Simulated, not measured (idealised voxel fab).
The process module that follows is named voxel released beams.
The cross-section shown here is cut; it is 280 nm wide and divided into square cells measuring 5 nm on a side.
For the purposes of this document, a cross-section shall be understood as a grid of square cells, specified as bands listed in top-to-bottom order, each band consisting of one or more rows of cells. Band entry format. Leading values: height of top, height of bottom, nm. Remainder: materials in left-to-right order, each with its width in nm. Special words: "edge to edge" on a single material, which then fills the band edge to edge; "empty", empty space. Zero point of the height axis is 0; under it, received wafer = one material. Lowest band: continues down indefinitely, "z 0 and below". Per-row width for "30 to 40": begins at first number (top row of band), ends at second number (bottom row), increment between rows held constant. Take "no change" at face value: in the step it is given for, the cross-section changed in none of its cells. "Closed internal voids": sealed empty spaces, 8 cells or more, no open way to top, listed width x height at distance, with distance from the left edge and width, height and distance in nm. Post-settings text on a step line: simulator's own remark regarding the step. Regarding "overlay nm": on a step with a mask, it is the distance the mask lay to the right of its planned place; a negative value places it to the left.
Process steps foreseen in the plan:
- 1: RECEIVE [material Si]
- 2: CONFORMAL_DEP [material Al2O3] [thk nm 5]
- 3: DIRECTIONAL_DEP [material SiO2] [thk nm 10]
- 4: DIRECTIONAL_DEP [material aC] [thk nm 10]
- 5: PATTERN [tone open] [mask id ANCHOR] [material resist] [width nm 40] [thk nm 25] [overlay nm 0]
- 6: DIRECTIONAL_ETCH [etch materials aC] [depth nm 10]
- 7: STRIP [etch materials resist]
- 8: DIRECTIONAL_ETCH [etch materials SiO2] [depth nm 10]
- 9: STRIP [etch materials aC]
- 10: CONFORMAL_DEP [material SiN] [thk nm 15]
- 11: MASKED_ETCH [tone cover] [mask id BEAM] [width nm 85] [etch materials SiN] [depth nm 15] [overlay nm 0]
- 12: STRIP [etch materials SiO2]
Cross-section of the incoming wafer, state after step 1:
* z 0 and below = Si edge to edge
* Closed internal voids: none
Final wafer profile in cross-section after the module, from the same start and plan as above, with one mistake made during processing:
* z 30 to 20 = empty=95  SiN=30  empty=10  SiN=45  empty=100
* z 20 to 15 = empty=95  SiN=85  empty=100
* z 15 to 5 = empty=110  SiN=40  empty=130
* z 5 to 0 = Al2O3 edge to edge
* z 0 and below = Si edge to edge
* Closed internal voids: none
Here's what went sideways: step 5: run off-plan, actual operation and settings PATTERN [tone open] [mask id ANCHOR] [material resist] [width nm 40] [thk nm 25] [overlay nm 10]
